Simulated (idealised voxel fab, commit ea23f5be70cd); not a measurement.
Presented below is a process module, voxel self aligned contacts.
In the cross-section labelled cut, the width is 210 nm and each square cell is 5 nm.
A cross-section is written here as square cells arranged in a grid, and it is given in bands from the top down, each band taking up one or more rows of cells.
Top height, bottom height, nm. Materials left to right, width each, nm. Single material + "all across" = fills band edge to edge. "empty" = empty.
Below 0: as-received wafer, all one material; heights counted from there. Lowest band: no bottom, goes on down, written "from 0 down".
Per-row width for "30 to 40": begins at first number (top row of band), ends at second number (bottom row), increment between rows held constant.
Given "identical to before" for a step, no cell of the cross-section differs between before and after that step.
Empty spaces counting at least 8 cells and having no open way to the top are listed in "Closed-off voids". The notation width x height at distance is used for each, the distance being from the left edge and all three values in nm.
Post-settings text on a step line: simulator's own remark regarding the step.
The line of a step may include "overlay nm". On a step with a mask, this value is how far to the right of its planned place the mask lay. A negative value means the mask lay to the left.

Listed below are the process steps as planned:
1,op RECEIVE | material Si
2,op CONFORMAL_DEP | material SiO2 | thk nm 5
3,op DIRECTIONAL_DEP | material polySi | thk nm 30
4,op DIRECTIONAL_DEP | material SiN | thk nm 20
5,op PATTERN | tone cover | mask id GATE | material resist | width nm 25 | pitch nm 50 | thk nm 15 | overlay nm 0
6,op DIRECTIONAL_ETCH | etch materials SiN | depth nm 20
7,op DIRECTIONAL_ETCH | etch materials polySi | depth nm 30
8,op STRIP | etch materials resist
9,op CONFORMAL_DEP | material SiN | thk nm 5
10,op DIRECTIONAL_ETCH | etch materials SiN | depth nm 5
11,op FILL_DEP | material SiO2 | thk nm 10
12,op CMP | height nm 60
13,op PATTERN | tone open | mask id CONTACT | material resist | width nm 25 | thk nm 15 | overlay nm 0
14,op DIRECTIONAL_ETCH | etch materials SiO2 | depth nm 60
15,op STRIP | etch materials resist
16,op CONFORMAL_DEP | material TiN | thk nm 5
17,op FILL_DEP | material Ru | thk nm 5
18,op CMP | height nm 60
19,op CONFORMAL_DEP | material SiN | thk nm 5
Split variable: width nm, step 13. Plan value = first wafer. Wafers start alike.

first wafer as received, after step 1:
  from 0 down = Si all across
  Closed-off voids: none

The cross-section of the first of several wafers is given below for the end of the module, after its final step, step 19:
  from 65 to 60 = SiN all across
  from 60 to 55 = 90 nm SiO2 / 10 nm TiN / 5 nm Ru / 10 nm TiN / 95 nm SiO2
  from 55 to 35 = 60 nm SiO2 / 35 nm SiN / 5 nm TiN / 5 nm Ru / 5 nm TiN / 35 nm SiN / 65 nm SiO2
  from 35 to 5 = 60 nm SiO2 / 5 nm SiN / 25 nm polySi / 5 nm SiN / 5 nm TiN / 5 nm Ru / 5 nm TiN / 5 nm SiN / 25 nm polySi / 5 nm SiN / 65 nm SiO2
  from 5 to 0 = 95 nm SiO2 / 15 nm TiN / 100 nm SiO2
  from 0 down = Si all across
  Closed-off voids: none

The final wafer, sectioned at module end:
  from 65 to 60 = SiN all across
  from 60 to 55 = 80 nm SiO2 / 20 nm TiN / 5 nm Ru / 25 nm TiN / 80 nm SiO2
  from 55 to 35 = 60 nm SiO2 / 35 nm SiN / 5 nm TiN / 5 nm Ru / 5 nm TiN / 35 nm SiN / 65 nm SiO2
  from 35 to 5 = 60 nm SiO2 / 5 nm SiN / 25 nm polySi / 5 nm SiN / 5 nm TiN / 5 nm Ru / 5 nm TiN / 5 nm SiN / 25 nm polySi / 5 nm SiN / 65 nm SiO2
  from 5 to 0 = 95 nm SiO2 / 15 nm TiN / 100 nm SiO2
  from 0 down = Si all across
  Closed-off voids: none

The following table contains a row per wafer, in which are reported, at the conclusion of the module, the cells of each material gained (+) or lost (-) since the wafer's receipt, with its closed voids given thereafter:
width nm 25, +11 Ru, +122 SiN, +326 SiO2, +27 TiN, +60 polySi, Closed-off voids: none
width nm 30, +11 Ru, +122 SiN, +325 SiO2, +28 TiN, +60 polySi, Closed-off voids: none
width nm 35, +11 Ru, +122 SiN, +324 SiO2, +29 TiN, +60 polySi, Closed-off voids: none
width nm 40, +11 Ru, +122 SiN, +323 SiO2, +30 TiN, +60 polySi, Closed-off voids: none
width nm 45, +11 Ru, +122 SiN, +322 SiO2, +31 TiN, +60 polySi, Closed-off voids: none
width nm 50, +11 Ru, +122 SiN, +321 SiO2, +32 TiN, +60 polySi, Closed-off voids: none
